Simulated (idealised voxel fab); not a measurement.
Documented hereafter: the process module known as voxel plated lines.
This is section cut - it's 155 nm across, gridded in 5 nm square cells.
Format of a cross-section: grid, square cells. Given as bands. Order: top down. Band: one or more rows of cells.
Per band: top height and bottom height in nm, followed by the left-to-right materials and their widths in nm; "everywhere" marks a single material spanning edge to edge, "blank" marks empty space.
Basically, 0 is our baseline, since under it the wafer straight out of the box is all one material. The bottom band has no lower end and keeps on going down, so it looks like "0..down".
A width such as "30 to 40" changes by the same amount from each row of cells to the next, from the band's top row to its bottom row.
What does "no modification" mean for a step? It means no cell of the cross-section changed in that step.
In the "Completely enclosed voids" entry, you get each enclosed empty space of 8 cells or more, one with no open way to the top, written width x height at distance, distance from the left edge, in nm.
If you see something after the settings on a step's line, that's the simulator's own remark about that step.
"overlay nm" denotes, for a step that has a mask, the displacement of the mask to the right of its planned place, with negative values corresponding to the left.

[Steps planned for the process]
1 RECEIVE [material Si]
2 CONFORMAL_DEP [material Al2O3] [thk nm 15]
3 DIRECTIONAL_DEP [material TiN] [thk nm 5]
4 PATTERN [tone open] [mask id LINES] [material resist] [width nm 15] [pitch nm 30] [thk nm 40] [overlay nm 0]
5 EPI [material Ru] [thk nm 10]
6 EPI [material Ru] [thk nm 5]
7 EPI [material Ru] [thk nm 5]
8 STRIP [etch materials resist]
9 DIRECTIONAL_ETCH [etch materials TiN] [depth nm 5]
10 CONFORMAL_DEP [material SiO2] [thk nm 10]

[Cross-section of the wafer at receipt, which is the condition after step 1]
0..down: Si everywhere
Completely enclosed voids: none

[Run as planned - first of the two wafers cross-sectioned at the end of the module]
50..40: blank 45, SiO2 65, blank 45
40..25: blank 45, SiO2 10, Ru 15, SiO2 15, Ru 15, SiO2 10, blank 45
25..20: SiO2 55, Ru 15, SiO2 15, Ru 15, SiO2 55
20..15: SiO2 55, TiN 15, SiO2 15, TiN 15, SiO2 55
15..0: Al2O3 everywhere
0..down: Si everywhere
Completely enclosed voids: none

[Wafer two cross-section, module end. Start and plan unchanged from wafer one; one mistake made during the run]
60..50: blank 45, SiO2 65, blank 45
50..25: blank 45, SiO2 10, Ru 15, SiO2 15, Ru 15, SiO2 10, blank 45
25..20: SiO2 55, Ru 15, SiO2 15, Ru 15, SiO2 55
20..15: SiO2 55, TiN 15, SiO2 15, TiN 15, SiO2 55
15..0: Al2O3 everywhere
0..down: Si everywhere
Completely enclosed voids: none
Nonconformance to the process plan: in the plan, step 5 was performed twice
Per the end-of-run cell counts, the second wafer holds more or fewer of some materials than the first: 12 more of Ru | 14 more of SiO2
